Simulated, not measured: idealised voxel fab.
The following is a process module called voxel self aligned contacts.
Square cells of 5 nm make up the cross-section cut, whose width is 300 nm.
Heads up, the way a cross-section reads in here is a grid of square cells, handed over as bands from the top down, with every band being one or more rows of cells.
Heads up on the band format: heights come first, top then bottom, in nm. After that it's the materials left to right, each with its width in nm. A single material flagged "all across" fills the whole band edge to edge, and "air" means there's empty space there.
Zero point of the height axis is 0; under it, received wafer = one material. Lowest band: continues down indefinitely, "0 nm and below".
Width: "30 to 40" (first number = top row, second number = bottom row, same change from row to row of cells).
For the purposes of this document, the phrase "same as before" attached to a step denotes that no cell within the cross-section was modified by that step.
For the entry "Enclosed cavity list", the listed items are empty spaces with no open way to the top whose size is 8 cells or more; each item follows the pattern width x height at distance, where distance is from the left edge and all three are in nm.
Whatever follows a step's settings on its line is a remark the simulator itself makes about that step.
Among the settings permitted on a step's line is "overlay nm"; applied to a step with a mask, it specifies the extent to which the mask lay to the right of its planned position, whereas a negative figure signifies a position to the left.

# Process steps foreseen in the plan
1. RECEIVE: material Si
2. OXIDIZE: depth nm 5
3. DIRECTIONAL_DEP: material polySi, thk nm 30
4. DIRECTIONAL_DEP: material SiN, thk nm 15
5. MASKED_ETCH: tone cover, mask id GATE, width nm 35, pitch nm 65, etch materials SiN, depth nm 15, overlay nm 0
6. MASKED_ETCH: tone cover, mask id GATE, width nm 35, pitch nm 65, etch materials polySi, depth nm 30, overlay nm 0
7. CONFORMAL_DEP: material SiN, thk nm 5
8. DIRECTIONAL_ETCH: etch materials SiN, depth nm 5
9. FILL_DEP: material SiO2, thk nm 10
10. CMP: height nm 50
11. DIRECTIONAL_DEP: material aC, thk nm 10
12. PATTERN: tone open, mask id CONTACT, material resist, width nm 40, thk nm 25, overlay nm 0
13. DIRECTIONAL_ETCH: etch materials aC, depth nm 10
14. STRIP: etch materials resist
15. DIRECTIONAL_ETCH: etch materials SiO2, depth nm 55
16. STRIP: etch materials aC
17. CONFORMAL_DEP: material TiN, thk nm 5
18. FILL_DEP: material W, thk nm 10
19. CMP: height nm 50
20. CONFORMAL_DEP: material SiN, thk nm 5

# Below: the first of two wafers, run as planned

# Delivered wafer in cross-section: state after step 1
* 0 nm and below  Si all across
* Enclosed cavity list: none

# How the wafer stands in section after step 2
* 0 nm to -5 nm  SiO2 all across
* Whatever lies below -5 is exactly as it was before.

# How the wafer stands in section after step 3
* 30 nm to 0 nm  polySi all across
* Whatever lies below 0 is exactly as it was before.

# How the wafer stands in section after step 4
* 45 nm to 30 nm  SiN all across
* Whatever lies below 30 is exactly as it was before.

# How the wafer stands in section after step 5
* 45 nm to 30 nm  air 100 nm; SiN 35 nm; air 30 nm; SiN 35 nm; air 100 nm
* Whatever lies below 30 is exactly as it was before.

# How the wafer stands in section after step 6
* 45 nm to 30 nm  air 100 nm; SiN 35 nm; air 30 nm; SiN 35 nm; air 100 nm
* 30 nm to 0 nm  air 100 nm; polySi 35 nm; air 30 nm; polySi 35 nm; air 100 nm
* Whatever lies below 0 is exactly as it was before.

# How the wafer stands in section after step 7
* 50 nm to 30 nm  air 95 nm; SiN 45 nm; air 20 nm; SiN 45 nm; air 95 nm
* 30 nm to 5 nm  air 95 nm; SiN 5 nm; polySi 35 nm; SiN 5 nm; air 20 nm; SiN 5 nm; polySi 35 nm; SiN 5 nm; air 95 nm
* 5 nm to 0 nm  SiN 100 nm; polySi 35 nm; SiN 30 nm; polySi 35 nm; SiN 100 nm
* Whatever lies below 0 is exactly as it was before.

# How the wafer stands in section after step 8
* 45 nm to 30 nm  air 95 nm; SiN 45 nm; air 20 nm; SiN 45 nm; air 95 nm
* 30 nm to 0 nm  air 95 nm; SiN 5 nm; polySi 35 nm; SiN 5 nm; air 20 nm; SiN 5 nm; polySi 35 nm; SiN 5 nm; air 95 nm
* Whatever lies below 0 is exactly as it was before.

# How the wafer stands in section after step 9
* 55 nm to 45 nm  SiO2 all across
* 45 nm to 30 nm  SiO2 95 nm; SiN 45 nm; SiO2 20 nm; SiN 45 nm; SiO2 95 nm
* 30 nm to 0 nm  SiO2 95 nm; SiN 5 nm; polySi 35 nm; SiN 5 nm; SiO2 20 nm; SiN 5 nm; polySi 35 nm; SiN 5 nm; SiO2 95 nm
* Whatever lies below 0 is exactly as it was before.

# How the wafer stands in section after step 10
* 50 nm to 45 nm  SiO2 all across
* Whatever lies below 45 is exactly as it was before.

# How the wafer stands in section after step 11
* 60 nm to 50 nm  aC all across
* Whatever lies below 50 is exactly as it was before.

# How the wafer stands in section after step 12
* 85 nm to 60 nm  resist 130 nm; air 40 nm; resist 130 nm
* Whatever lies below 60 is exactly as it was before.

# How the wafer stands in section after step 13
* 75 nm to 60 nm  resist 130 nm; air 40 nm; resist 130 nm
* 60 nm to 50 nm  aC 130 nm; air 40 nm; aC 130 nm
* Whatever lies below 50 is exactly as it was before.

# How the wafer stands in section after step 14
* 60 nm to 50 nm  aC 130 nm; air 40 nm; aC 130 nm
* Whatever lies below 50 is exactly as it was before.

# How the wafer stands in section after step 15
* 60 nm to 50 nm  aC 130 nm; air 40 nm; aC 130 nm
* 50 nm to 45 nm  SiO2 130 nm; air 40 nm; SiO2 130 nm
* 45 nm to 30 nm  SiO2 95 nm; SiN 45 nm; air 20 nm; SiN 45 nm; SiO2 95 nm
* 30 nm to 0 nm  SiO2 95 nm; SiN 5 nm; polySi 35 nm; SiN 5 nm; air 20 nm; SiN 5 nm; polySi 35 nm; SiN 5 nm; SiO2 95 nm
* 0 nm to -5 nm  SiO2 140 nm; air 20 nm; SiO2 140 nm
* Whatever lies below -5 is exactly as it was before.

# How the wafer stands in section after step 16
* 50 nm to 45 nm  SiO2 130 nm; air 40 nm; SiO2 130 nm
* Whatever lies below 45 is exactly as it was before.

# How the wafer stands in section after step 17
* 55 nm to 50 nm  TiN 135 nm; air 30 nm; TiN 135 nm
* 50 nm to 45 nm  SiO2 130 nm; TiN 15 nm; air 10 nm; TiN 15 nm; SiO2 130 nm
* 45 nm to 30 nm  SiO2 95 nm; SiN 45 nm; TiN 5 nm; air 10 nm; TiN 5 nm; SiN 45 nm; SiO2 95 nm
* 30 nm to 0 nm  SiO2 95 nm; SiN 5 nm; polySi 35 nm; SiN 5 nm; TiN 5 nm; air 10 nm; TiN 5 nm; SiN 5 nm; polySi 35 nm; SiN 5 nm; SiO2 95 nm
* 0 nm to -5 nm  SiO2 140 nm; TiN 20 nm; SiO2 140 nm
* Whatever lies below -5 is exactly as it was before.

# How the wafer stands in section after step 18
* 65 nm to 55 nm  W all across
* 55 nm to 50 nm  TiN 135 nm; W 30 nm; TiN 135 nm
* 50 nm to 45 nm  SiO2 130 nm; TiN 15 nm; W 10 nm; TiN 15 nm; SiO2 130 nm
* 45 nm to 30 nm  SiO2 95 nm; SiN 45 nm; TiN 5 nm; W 10 nm; TiN 5 nm; SiN 45 nm; SiO2 95 nm
* 30 nm to 0 nm  SiO2 95 nm; SiN 5 nm; polySi 35 nm; SiN 5 nm; TiN 5 nm; W 10 nm; TiN 5 nm; SiN 5 nm; polySi 35 nm; SiN 5 nm; SiO2 95 nm
* Whatever lies below 0 is exactly as it was before.

# How the wafer stands in section after step 19
* 50 nm to 45 nm  SiO2 130 nm; TiN 15 nm; W 10 nm; TiN 15 nm; SiO2 130 nm
* Whatever lies below 45 is exactly as it was before.

# How the wafer stands in section after step 20
* 55 nm to 50 nm  SiN all across
* Whatever lies below 50 is exactly as it was before.

# What follows concerns the second wafer, which started out like the first and was meant to follow the very same plan; one mistake crept in when it was run, but everything up to and including step 16 is the same as for the first wafer

# Cross-sectional view of the second wafer at the intended end time of process step 17
* 55 nm to 45 nm  SiO2 135 to 145 nm; air 30 to 10 nm; SiO2 135 to 145 nm
* 45 nm to 30 nm  SiO2 95 nm; SiN 45 nm; SiO2 5 nm; air 10 nm; SiO2 5 nm; SiN 45 nm; SiO2 95 nm
* 30 nm to 0 nm  SiO2 95 nm; SiN 5 nm; polySi 35 nm; SiN 5 nm; SiO2 5 nm; air 10 nm; SiO2 5 nm; SiN 5 nm; polySi 35 nm; SiN 5 nm; SiO2 95 nm
* 0 nm to -5 nm  SiO2 all across
* Whatever lies below -5 is exactly as it was before.

# Cross-sectional view of the second wafer at the intended end time of process step 18
* 65 nm to 55 nm  W all across
* 55 nm to 45 nm  SiO2 135 to 145 nm; W 30 to 10 nm; SiO2 135 to 145 nm
* 45 nm to 30 nm  SiO2 95 nm; SiN 45 nm; SiO2 5 nm; W 10 nm; SiO2 5 nm; SiN 45 nm; SiO2 95 nm
* 30 nm to 0 nm  SiO2 95 nm; SiN 5 nm; polySi 35 nm; SiN 5 nm; SiO2 5 nm; W 10 nm; SiO2 5 nm; SiN 5 nm; polySi 35 nm; SiN 5 nm; SiO2 95 nm
* Whatever lies below 0 is exactly as it was before.

# Cross-sectional view of the second wafer at the intended end time of process step 19
* 50 nm to 45 nm  SiO2 145 nm; W 10 nm; SiO2 145 nm
* Whatever lies below 45 is exactly as it was before.

# Cross-sectional view of the second wafer at the intended end time of process step 20
* 55 nm to 50 nm  SiN all across
* Whatever lies below 50 is exactly as it was before.
What was done differently from what was planned? planned and actual differ for step 17; actual: CONFORMAL_DEP: material SiO2, thk nm 5
End check, counted in cells, second wafer has more or fewer of these materials than the first: SiO2: 28 more | TiN: 28 fewer
